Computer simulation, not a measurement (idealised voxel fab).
process module | voxel double patterning
cross-section cut | 280 nm wide | cells 5 nm
A cross-section is a grid of square cells, given in bands from the top down. A band is one or more rows of cells.
Each band's line starts with the height of the band's top and of its bottom, in nm. Then come its materials from left to right, each with its width in nm. One material with "throughout" fills the band from edge to edge. "air" is empty space.
Height 0 is the level under which the wafer as received is all one material. The lowest band goes on downwards, as in "0 down".
A width such as "30 to 40" changes by the same amount from each row of cells to the next, from the band's top row to its bottom row.
"no change" after a step means that no cell of the cross-section changed.
closed voids: empty space of 8 cells or more with no open way to the top, each as width x height at its distance from the left edge, in nm
after a step's settings: what the simulator itself notes on the step
overlay nm, on a step with a mask: how far to the right of its planned place the mask lay; to the left if negative
plan
1 op RECEIVE | material Si
2 op CONFORMAL_DEP | material SiO2 | thk nm 5
3 op DIRECTIONAL_DEP | material W | thk nm 10
4 op DIRECTIONAL_DEP | material SiN | thk nm 10
5 op MASKED_ETCH | tone open | mask id FIRST | width nm 15 | pitch nm 50 | etch materials SiN | depth nm 10 | overlay nm 0
6 op PATTERN | tone open | mask id SECOND | material resist | width nm 15 | pitch nm 50 | thk nm 15 | overlay nm -15
7 op DIRECTIONAL_ETCH | etch materials SiN | depth nm 10
8 op STRIP | etch materials resist
9 op DIRECTIONAL_ETCH | etch materials W | depth nm 10
10 op STRIP | etch materials SiN
varied across the wafers: overlay nm of step 6. The plan shows the first wafer's value. All wafers start alike
first wafer as received, after step 1
  0 down: Si throughout
  closed voids: none
each wafer at the end: cells of each material gained (+) or lost (-) since it was received, then its closed voids
overlay nm -15 | +56 SiO2 | +86 W | closed voids: none
overlay nm -10 | +56 SiO2 | +82 W | closed voids: none
overlay nm -5 | +56 SiO2 | +82 W | closed voids: none
overlay nm 0 | +56 SiO2 | +82 W | closed voids: none
overlay nm 5 | +56 SiO2 | +82 W | closed voids: none
overlay nm 10 | +56 SiO2 | +82 W | closed voids: none
overlay nm 15 | +56 SiO2 | +86 W | closed voids: none
